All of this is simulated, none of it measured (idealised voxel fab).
This is a process module. Its name is voxel self aligned contacts.
The cross-section on display is named cut; it measures 260 nm wide, and its cells are 5 nm squares.
The cross-sections in this document take the form of a grid made of square cells. They are written out as bands, in order from top to bottom. Each band consists of one or more rows of cells.
Band entry format. Leading values: height of top, height of bottom, nm. Remainder: materials in left-to-right order, each with its width in nm. Special words: "edge to edge" on a single material, which then fills the band edge to edge; "air", empty space.
Basically, 0 is our baseline, since under it the wafer straight out of the box is all one material. The bottom band has no lower end and keeps on going down, so it looks like "0 down".
Width: "30->40" (first number = top row, second number = bottom row, same change from row to row of cells).
"no modification", as given for a step, is the statement that not any cell of the cross-section underwent a change during that step.
Voids not open to the top, 8 cells minimum: see "Voids lacking openings". Written width x height at distance; distance is from the left edge; nm.
Where a step's line continues beyond its settings, the continuation is a remark by the simulator itself on that step.
You can add "overlay nm" to a step's line. For a step with a mask, it describes how far the mask lay to the right of its planned position, and a negative number describes a lay to the left.

-- Set out below are the planned steps of the process
1. RECEIVE (material Si)
2. CONFORMAL_DEP (material SiO2; thk nm 5)
3. DIRECTIONAL_DEP (material polySi; thk nm 30)
4. DIRECTIONAL_DEP (material SiN; thk nm 15)
5. MASKED_ETCH (tone cover; mask id GATE; width nm 25; pitch nm 55; etch materials SiN; depth nm 15; overlay nm 0)
6. MASKED_ETCH (tone cover; mask id GATE; width nm 25; pitch nm 55; etch materials polySi; depth nm 30; overlay nm 0)
7. CONFORMAL_DEP (material SiN; thk nm 5)
8. DIRECTIONAL_ETCH (etch materials SiN; depth nm 5)
9. FILL_DEP (material SiO2; thk nm 20)
10. CMP (height nm 60)
11. PATTERN (tone open; mask id CONTACT; material resist; width nm 40; thk nm 20; overlay nm 0)
12. DIRECTIONAL_ETCH (etch materials SiO2; depth nm 60)
13. STRIP (etch materials resist)
14. CONFORMAL_DEP (material TiN; thk nm 5)
15. FILL_DEP (material Ru; thk nm 5)
16. CMP (height nm 60)
17. CONFORMAL_DEP (material SiCN; thk nm 5)

-- Cross-section, incoming material, after step 1
    0 down = Si edge to edge
    Voids lacking openings: none

-- First of two wafers, end-of-module section, run followed plan
    65 to 60 = SiCN edge to edge
    60 to 50 = 110 nm SiO2, then 5->15 nm TiN, then 30->10 nm Ru, then 5->15 nm TiN, then 110 nm SiO2
    50 to 35 = 85 nm SiO2, then 35 nm SiN, then 5 nm TiN, then 10 nm Ru, then 5 nm TiN, then 35 nm SiN, then 85 nm SiO2
    35 to 5 = 85 nm SiO2, then 5 nm SiN, then 25 nm polySi, then 5 nm SiN, then 5 nm TiN, then 10 nm Ru, then 5 nm TiN, then 5 nm SiN, then 25 nm polySi, then 5 nm SiN, then 85 nm SiO2
    5 to 0 = 120 nm SiO2, then 20 nm TiN, then 120 nm SiO2
    0 down = Si edge to edge
    Voids lacking openings: none

-- Wafer two, sectioned after the module: the first wafer's start, the first wafer's plan, and one mistake in how it was run
    65 to 60 = SiCN edge to edge
    60 to 50 = 110 nm SiO2, then 5 nm TiN, then 30 nm Ru, then 5 nm TiN, then 110 nm SiO2
    50 to 45 = 110 nm SiO2, then 15 nm TiN, then 10 nm Ru, then 15 nm TiN, then 110 nm SiO2
    45 to 30 = 85 nm SiO2, then 35 nm SiN, then 5 nm TiN, then 10 nm Ru, then 5 nm TiN, then 35 nm SiN, then 85 nm SiO2
    30 to 5 = 85 nm SiO2, then 5 nm SiN, then 25 nm polySi, then 5 nm SiN, then 5 nm TiN, then 10 nm Ru, then 5 nm TiN, then 5 nm SiN, then 25 nm polySi, then 5 nm SiN, then 85 nm SiO2
    5 to 0 = 120 nm SiO2, then 20 nm TiN, then 120 nm SiO2
    0 down = Si edge to edge
    Voids lacking openings: none
Where did the run depart from the plan? step 3 was run on a setting that differed from the plan, and what really ran there is DIRECTIONAL_DEP (material polySi; thk nm 25)
Per the end-of-run cell counts, the second wafer holds more or fewer of some materials than the first: 4 more of Ru | 4 fewer of SiN | 10 more of SiO2 | 10 fewer of polySi
